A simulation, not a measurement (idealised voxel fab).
The process module that follows is named voxel trench capacitor.
Xsec cut, 225 nm wide, square cell size 5 nm.
In this document a cross-section is written as a grid of square cells. It is given as a series of bands, listed from the top down, and a band is one or more rows of cells.
First you get the band's top height and its bottom height, in nm, and then the materials it's made of, left to right, with each width in nm. If you see a single material with "everywhere", that one covers the band edge to edge. "air" is empty space.
Heights are expressed relative to 0, this being the level below which the as-received wafer comprises one material exclusively. The lowest band is unbounded in the downward direction and is denoted as in "z 0 and below".
Graded width ("30->40"): value in top row of band = first number; value in bottom row = second number; row-to-row change constant.
It should be understood that the words "no change", when stated for a given step, signify that the cross-section underwent no change in any of its cells during that step.
If an empty space has no open way to the top and is at least 8 cells in size, "Unvented cavities" lists it, written width x height at distance, where distance is measured from the left edge and every value is in nm.
Whatever follows a step's settings on its line is a remark the simulator itself makes about that step.
The line of a step may include "overlay nm". On a step with a mask, this value is how far to the right of its planned place the mask lay. A negative value means the mask lay to the left.
Planned step list for the process
1: RECEIVE, material Si
2: CONFORMAL_DEP, material SiN, thk nm 5
3: PATTERN, tone open, mask id TRENCH, material resist, width nm 30, pitch nm 55, thk nm 20, overlay nm 0
4: DIRECTIONAL_ETCH, etch materials SiN, depth nm 5
5: DIRECTIONAL_ETCH, etch materials Si, depth nm 35
6: STRIP, etch materials resist
7: CONFORMAL_DEP, material Al2O3, thk nm 5
8: CONFORMAL_DEP, material TiN, thk nm 5
9: FILL_DEP, material W, thk nm 5
10: CMP, height nm 5
The cross-section here shows the wafer as received, i.e. in its state after step 1
> z 0 and below: Si everywhere
> Unvented cavities: none
A wafer at the end: this start, this plan, one mistake
> z 5 to 0: SiN=45  Al2O3=5  TiN=10  Al2O3=5  SiN=35  Al2O3=5  TiN=10  Al2O3=5  SiN=35  Al2O3=5  TiN=10  Al2O3=5  SiN=50
> z 0 to -30: Si=45  Al2O3=5  TiN=10  Al2O3=5  Si=35  Al2O3=5  TiN=10  Al2O3=5  Si=35  Al2O3=5  TiN=10  Al2O3=5  Si=50
> z -30 to -35: Si=45  Al2O3=20  Si=35  Al2O3=20  Si=35  Al2O3=20  Si=50
> z -35 and below: Si everywhere
> Unvented cavities: none
What went wrong in running the wafer? the process deviated at step 3: the operation and settings actually run there were PATTERN, tone open, mask id TRENCH, material resist, width nm 20, pitch nm 55, thk nm 20, overlay nm 0
